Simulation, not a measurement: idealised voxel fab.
voxel capacitor over wiring: a process module
We display cut, a cross-section 260 nm in width whose square cells are each 5 nm.
For the purposes of this document, a cross-section shall be understood as a grid of square cells, specified as bands listed in top-to-bottom order, each band consisting of one or more rows of cells.
Per band: top height and bottom height in nm, followed by the left-to-right materials and their widths in nm; "all across" marks a single material spanning edge to edge, "blank" marks empty space.
Heights are reckoned from 0. Under this level, the received wafer is all of one material. The bottommost band is open-ended downward, for example "0 and below".
Read "30..40" as a graded width: first number on top, second number at the bottom, same change between each pair of neighbouring rows.
What does "nothing got changed" mean for a step? It means no cell of the cross-section changed in that step.
Each empty space that has no open way to the top and spans at least 8 cells appears under "Fully sealed voids" as width x height at distance, the distance counted from the left edge, all in nm.
If you see something after the settings on a step's line, that's the simulator's own remark about that step.
overlay nm: on a step with a mask, how far right of its planned place the mask lay; negative means left.

## Process steps foreseen in the plan
1) RECEIVE [material Si]
2) CONFORMAL_DEP [material SiO2] [thk nm 10]
3) CONFORMAL_DEP [material SiN] [thk nm 5]
4) DIRECTIONAL_DEP [material lowk] [thk nm 25]
5) DIRECTIONAL_DEP [material aC] [thk nm 15]
6) PATTERN [tone open] [mask id METAL_1] [material resist] [width nm 20] [pitch nm 80] [thk nm 30] [overlay nm 0]
7) DIRECTIONAL_ETCH [etch materials aC] [depth nm 15]
8) STRIP [etch materials resist]
9) DIRECTIONAL_ETCH [etch materials lowk] [depth nm 25]
10) DIRECTIONAL_ETCH [etch materials SiN] [depth nm 5]
11) STRIP [etch materials aC]
12) CONFORMAL_DEP [material TiN] [thk nm 5]
13) FILL_DEP [material Cu] [thk nm 5]
14) CMP [height nm 40]
15) CONFORMAL_DEP [material SiCN] [thk nm 5]
16) DIRECTIONAL_DEP [material SiO2] [thk nm 20]
17) PATTERN [tone open] [mask id PLUG_1] [material resist] [width nm 15] [thk nm 20] [overlay nm 0]
18) DIRECTIONAL_ETCH [etch materials SiO2] [depth nm 20]
19) DIRECTIONAL_ETCH [etch materials SiCN] [depth nm 5]
20) STRIP [etch materials resist]
21) EPI [material Ru] [thk nm 10]
22) EPI [material Ru] [thk nm 10]
23) EPI [material Ru] [thk nm 5]
24) DIRECTIONAL_DEP [material TiN] [thk nm 5]
25) DIRECTIONAL_DEP [material Al2O3] [thk nm 5]
26) DIRECTIONAL_DEP [material TiN] [thk nm 5]
27) PATTERN [tone cover] [mask id UPPER_PLATE] [material resist] [width nm 65] [thk nm 20] [overlay nm 0]
28) DIRECTIONAL_ETCH [etch materials TiN] [depth nm 5]
29) DIRECTIONAL_ETCH [etch materials Al2O3] [depth nm 5]
30) STRIP [etch materials resist]
31) DIRECTIONAL_DEP [material aC] [thk nm 10]
32) PATTERN [tone cover] [mask id LOWER_PLATE] [material resist] [width nm 75] [thk nm 25] [overlay nm 0]
33) DIRECTIONAL_ETCH [etch materials aC] [depth nm 10]
34) STRIP [etch materials resist]
35) DIRECTIONAL_ETCH [etch materials TiN] [depth nm 5]
36) STRIP [etch materials aC]
37) FILL_DEP [material SiO2] [thk nm 20]
38) CMP [height nm 95]
39) DIRECTIONAL_DEP [material aC] [thk nm 15]
40) PATTERN [tone open] [mask id PLUG_2] [material resist] [width nm 15] [thk nm 30] [overlay nm 0]
41) DIRECTIONAL_ETCH [etch materials aC] [depth nm 15]
42) STRIP [etch materials resist]
43) DIRECTIONAL_ETCH [etch materials SiO2] [depth nm 15]
44) STRIP [etch materials aC]
45) CONFORMAL_DEP [material TiN] [thk nm 5]
46) FILL_DEP [material Cu] [thk nm 10]
47) CMP [height nm 95]
48) CONFORMAL_DEP [material SiN] [thk nm 5]

## So this is the incoming wafer in cross-section - it's already been through step 1
- 0 and below = Si all across
- Fully sealed voids: none

## Cross-sectional view of the first of the two wafers upon completion of the module, processed in accordance with the plan
- 100 down to 95 = SiN all across
- 95 down to 85 = 95 SiO2; 5 TiN; 5 Cu; 5 TiN; 150 SiO2
- 85 down to 75 = 95..85 SiO2; 15..65 TiN; 150..110 SiO2
- 75 down to 70 = 85 SiO2; 65 Al2O3; 110 SiO2
- 70 down to 65 = 80 SiO2; 75 TiN; 105 SiO2
- 65 down to 45 = 85 SiO2; 15 Ru; 160 SiO2
- 45 down to 40 = 85 SiCN; 15 Ru; 160 SiCN
- 40 down to 15 = 80 lowk; 5 TiN; 10 Cu; 5 TiN; 60 lowk; 5 TiN; 10 Cu; 5 TiN; 80 lowk
- 15 down to 10 = 80 SiN; 20 TiN; 60 SiN; 20 TiN; 80 SiN
- 10 down to 0 = SiO2 all across
- 0 and below = Si all across
- Fully sealed voids: none

## What the second wafer looks like in cross-section once the module is done. Its start and its plan matched the first wafer's exactly; what differed was one mistake in how it was run
- 100 down to 95 = SiN all across
- 95 down to 90 = 95 SiO2; 5 TiN; 50 Al2O3; 110 SiO2
- 90 down to 85 = 80 SiO2; 5 TiN; 10 SiO2; 60 TiN; 105 SiO2
- 85 down to 75 = 95..85 SiO2; 5..15 TiN; 160 SiO2
- 75 down to 70 = 85 SiO2; 15 Al2O3; 160 SiO2
- 70 down to 65 = 85 SiO2; 15 TiN; 160 SiO2
- 65 down to 45 = SiO2 all across
- 45 down to 40 = SiCN all across
- 40 down to 15 = 80 lowk; 5 TiN; 10 Cu; 5 TiN; 60 lowk; 5 TiN; 10 Cu; 5 TiN; 80 lowk
- 15 down to 10 = 80 SiN; 20 TiN; 60 SiN; 20 TiN; 80 SiN
- 10 down to 0 = SiO2 all across
- 0 and below = Si all across
- Fully sealed voids: none
It is concluded that the wafer was processed incorrectly with respect to the plan, in that step 16 from the plan got run twice
The closing comparison, in cells, has the second wafer with more or fewer of some materials than the first: Cu: 2 fewer; Ru: 15 fewer; SiCN: 3 more; SiO2: 28 more; TiN: 14 fewer
